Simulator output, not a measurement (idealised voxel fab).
Process module under the name voxel wiring stack
Square cells of 5 nm make up the cross-section cut, whose width is 250 nm.
Each cross-section below is a grid of square cells, stated as bands in top-down order, with one or more rows of cells making up each band. Band entry format. Leading values: height of top, height of bottom, nm. Remainder: materials in left-to-right order, each with its width in nm. Special words: "everywhere" on a single material, which then fills the band edge to edge; "empty", empty space. Height datum 0, below which the as-received substrate wafer is one material. Lowest band open at the bottom, running downward: "top 0, no bottom". You'd read "30->40" like this: the band's top row of cells is as wide as the first number, its bottom row is as wide as the second, and going down, every row changes width by the same amount as the row before did. No cell of the cross-section changed in a step that is given as "no change occurred". Entry "Enclosed void catalog" = empty spaces >= 8 cells with no open way to the top; each as width x height at distance, distance from left edge, all nm. What comes after the settings on a step's line is commentary from the simulator itself on that step. Regarding "overlay nm": on a step with a mask, it is the distance the mask lay to the right of its planned place; a negative value places it to the left.

Set out below are the planned steps of the process
1) RECEIVE (material Si)
2) CONFORMAL_DEP (material SiO2; thk nm 10)
3) CONFORMAL_DEP (material SiCN; thk nm 5)
4) DIRECTIONAL_DEP (material SiO2; thk nm 15)
5) DIRECTIONAL_DEP (material aC; thk nm 10)
6) PATTERN (tone open; mask id METAL_1; material resist; width nm 20; pitch nm 35; thk nm 25; overlay nm 0)
7) DIRECTIONAL_ETCH (etch materials aC; depth nm 10)
8) STRIP (etch materials resist)
9) DIRECTIONAL_ETCH (etch materials SiO2; depth nm 15)
10) DIRECTIONAL_ETCH (etch materials SiCN; depth nm 5)
11) STRIP (etch materials aC)
12) CONFORMAL_DEP (material TiN; thk nm 5)
13) FILL_DEP (material Cu; thk nm 10)
14) CMP (height nm 30)
15) EPI (material Ru; thk nm 5)
16) FILL_DEP (material SiCN; thk nm 5)
17) DIRECTIONAL_DEP (material SiO2; thk nm 15)
18) DIRECTIONAL_DEP (material aC; thk nm 5)
19) PATTERN (tone open; mask id PLUG_1; material resist; width nm 15; pitch nm 70; thk nm 25; overlay nm 0)
20) DIRECTIONAL_ETCH (etch materials aC; depth nm 10)
21) STRIP (etch materials resist)
22) DIRECTIONAL_ETCH (etch materials SiO2; depth nm 15)
23) DIRECTIONAL_ETCH (etch materials SiCN; depth nm 5)
24) STRIP (etch materials aC)
25) CONFORMAL_DEP (material TiN; thk nm 5)
26) FILL_DEP (material W; thk nm 5)
27) CMP (height nm 55)
28) DIRECTIONAL_DEP (material TiN; thk nm 5)
29) DIRECTIONAL_DEP (material W; thk nm 25)
30) MASKED_ETCH (tone cover; mask id METAL_2; width nm 20; pitch nm 35; etch materials W; depth nm 25; overlay nm 0)
31) MASKED_ETCH (tone cover; mask id METAL_2; width nm 20; pitch nm 35; etch materials TiN; depth nm 5; overlay nm 0)
32) CONFORMAL_DEP (material SiN; thk nm 5)
33) FILL_DEP (material SiO2; thk nm 5)
34) CMP (height nm 85)
35) CONFORMAL_DEP (material SiCN; thk nm 5)
36) DIRECTIONAL_DEP (material lowk; thk nm 25)
37) DIRECTIONAL_DEP (material aC; thk nm 10)
38) PATTERN (tone open; mask id METAL_3; material resist; width nm 20; pitch nm 35; thk nm 25; overlay nm 0)
39) DIRECTIONAL_ETCH (etch materials aC; depth nm 10)
40) STRIP (etch materials resist)
41) DIRECTIONAL_ETCH (etch materials lowk; depth nm 15)
42) STRIP (etch materials aC)
43) PATTERN (tone open; mask id METAL_3_HOLES; material resist; width nm 15; pitch nm 35; thk nm 20; overlay nm 0)
44) DIRECTIONAL_ETCH (etch materials lowk; depth nm 10)
45) DIRECTIONAL_ETCH (etch materials SiCN; depth nm 5)
46) STRIP (etch materials resist)
47) CONFORMAL_DEP (material TiN; thk nm 5)
48) FILL_DEP (material Cu; thk nm 10)
49) CMP (height nm 115)
50) CONFORMAL_DEP (material SiN; thk nm 5)
Keep in mind the plan's value for the thk nm of step 18 comes from the first wafer; the wafers don't share that setting, but they do share the same starting point.

Sectional view: first of several wafers, as received, after step 1
> top 0, no bottom = Si everywhere
> Enclosed void catalog: none

Per wafer, end of module: cells gained (+) or lost (-) per material since receipt, then closed voids
thk nm 5 | +39 Cu | +18 Ru | +155 SiCN | +118 SiN | +506 SiO2 | +102 TiN | +66 W | +196 lowk | Enclosed void catalog: none
thk nm 10 | +39 Cu | +18 Ru | +155 SiCN | +118 SiN | +506 SiO2 | +102 TiN | +66 W | +196 lowk | Enclosed void catalog: none
thk nm 15 | +39 Cu | +18 Ru | +161 SiCN | +118 SiN | +524 SiO2 | +84 TiN | +60 W | +196 lowk | Enclosed void catalog: none
thk nm 20 | +39 Cu | +18 Ru | +161 SiCN | +118 SiN | +524 SiO2 | +84 TiN | +60 W | +196 lowk | Enclosed void catalog: none
thk nm 25 | +39 Cu | +18 Ru | +161 SiCN | +118 SiN | +524 SiO2 | +84 TiN | +60 W | +196 lowk | Enclosed void catalog: none
